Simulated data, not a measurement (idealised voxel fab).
The process module presented herein is designated voxel quadruple lines.
We display cut, a cross-section 205 nm in width whose square cells are each 5 nm.
Cross-section, as written here: a square-cell grid given band by band from the top down, where a band holds one or more rows of cells. A band entry consists of two parts. The first gives the height of the band's top and the height of its bottom, in nm. The rest lists the band's materials from left to right, each with its width in nm. A single material labelled with the word "throughout" fills the band from edge to edge, and the word "empty" marks empty space. Ref level 0: as-received wafer is one material below here. Bottom band extends down with no lower bound ("z 0 and below"). You'd read "30..40" like this: the band's top row of cells is as wide as the first number, its bottom row is as wide as the second, and going down, every row changes width by the same amount as the row before did. "no alterations made" after a step means that no cell of the cross-section changed. Under "Closed void list" you'll find the enclosed gaps, the ones with no way out to the top, that are 8 cells or bigger; each reads width x height at distance, with distance counted from the left edge, everything in nm. Past the settings on a step's line: simulator remark, on that step. overlay nm: for a step with a mask, the amount by which the mask lay right of where it was planned; a negative amount means left of it.
## Process steps - plan
step 1: RECEIVE [material Si]
step 2: CONFORMAL_DEP [material Al2O3] [thk nm 5]
step 3: DIRECTIONAL_DEP [material Ru] [thk nm 15]
step 4: DIRECTIONAL_DEP [material polySi] [thk nm 15]
step 5: DIRECTIONAL_DEP [material aC] [thk nm 25]
step 6: PATTERN [tone cover] [mask id MANDREL] [material resist] [width nm 30] [thk nm 30] [overlay nm 0]
step 7: DIRECTIONAL_ETCH [etch materials aC] [depth nm 25]
step 8: STRIP [etch materials resist]
step 9: CONFORMAL_DEP [material SiO2] [thk nm 10]
step 10: DIRECTIONAL_ETCH [etch materials SiO2] [depth nm 10]
step 11: STRIP [etch materials aC]
step 12: DIRECTIONAL_ETCH [etch materials polySi] [depth nm 15]
step 13: STRIP [etch materials SiO2]
step 14: CONFORMAL_DEP [material SiCN] [thk nm 10]
step 15: DIRECTIONAL_ETCH [etch materials SiCN] [depth nm 10]
step 16: STRIP [etch materials polySi]
step 17: DIRECTIONAL_ETCH [etch materials Ru] [depth nm 15]
step 18: STRIP [etch materials SiCN]
step 19: FILL_DEP [material lowk] [thk nm 10]
step 20: CMP [height nm 20]
## As-received state of the wafer in cross-section, equivalent to post-step 1
	z 0 and below = Si throughout
	Closed void list: none
## Post-module cross-section: identical start and plan to those above, one misstep in execution
	z 20 to 15 = lowk throughout
	z 15 to 0 = lowk 65, Ru 10, lowk 10, Ru 10, lowk 10, Ru 10, lowk 10, Ru 10, lowk 70
	z 0 and below = Si throughout
	Closed void list: none
What broke from the plan during processing? step 2 in the plan did not get run; it was skipped
